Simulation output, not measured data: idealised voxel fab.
process module | voxel ribs on slabs
cross-section cut | 190 nm wide | cells 5 nm
A cross-section is a grid of square cells, given in bands from the top down. A band is one or more rows of cells.
Each band's line starts with the height of the band's top and of its bottom, in nm. Then come its materials from left to right, each with its width in nm. One material with "throughout" fills the band from edge to edge. "air" is empty space.
Height 0 is the level under which the wafer as received is all one material. The lowest band goes on downwards, as in "0 down".
A width such as "30 to 40" changes by the same amount from each row of cells to the next, from the band's top row to its bottom row.
"no change" after a step means that no cell of the cross-section changed.
closed voids: empty space of 8 cells or more with no open way to the top, each as width x height at its distance from the left edge, in nm
after a step's settings: what the simulator itself notes on the step
overlay nm, on a step with a mask: how far to the right of its planned place the mask lay; to the left if negative
plan
1 op RECEIVE | material Si
2 op DIRECTIONAL_DEP | material SiO2 | thk nm 20
3 op DIRECTIONAL_DEP | material SiN | thk nm 20
4 op DIRECTIONAL_DEP | material aC | thk nm 15
5 op PATTERN | tone cover | mask id RIB | material resist | width nm 20 | thk nm 30 | overlay nm 0
6 op DIRECTIONAL_ETCH | etch materials aC | depth nm 15
7 op STRIP | etch materials resist
8 op DIRECTIONAL_ETCH | etch materials SiN | depth nm 10
9 op STRIP | etch materials aC
10 op PATTERN | tone cover | mask id SLAB | material resist | width nm 70 | thk nm 15 | overlay nm 0
11 op DIRECTIONAL_ETCH | etch materials SiN | depth nm 10
12 op STRIP | etch materials resist
13 op FILL_DEP | material SiO2 | thk nm 30
14 op CMP | height nm 60
15 op DIRECTIONAL_DEP | material W | thk nm 5
16 op DIRECTIONAL_DEP | material aC | thk nm 15
17 op PATTERN | tone cover | mask id HEATER | material resist | width nm 30 | thk nm 30 | overlay nm 0
18 op DIRECTIONAL_ETCH | etch materials aC | depth nm 15
19 op STRIP | etch materials resist
20 op DIRECTIONAL_ETCH | etch materials W | depth nm 5
21 op STRIP | etch materials aC
22 op CONFORMAL_DEP | material SiN | thk nm 5
as received, after step 1
  0 down: Si throughout
  closed voids: none
a wafer at the end: this start, this plan, one mistake
  70 to 65: SiN 85 | air 20 | SiN 85
  65 to 60: W 80 | SiN 30 | W 80
  60 to 40: SiO2 throughout
  40 to 30: SiO2 85 | SiN 20 | SiO2 85
  30 to 20: SiO2 60 | SiN 70 | SiO2 60
  20 to 0: SiO2 throughout
  0 down: Si throughout
  closed voids: none
what went wrong: step 17 ran as: op PATTERN | tone open | mask id HEATER | material resist | width nm 30 | thk nm 30 | overlay nm 0
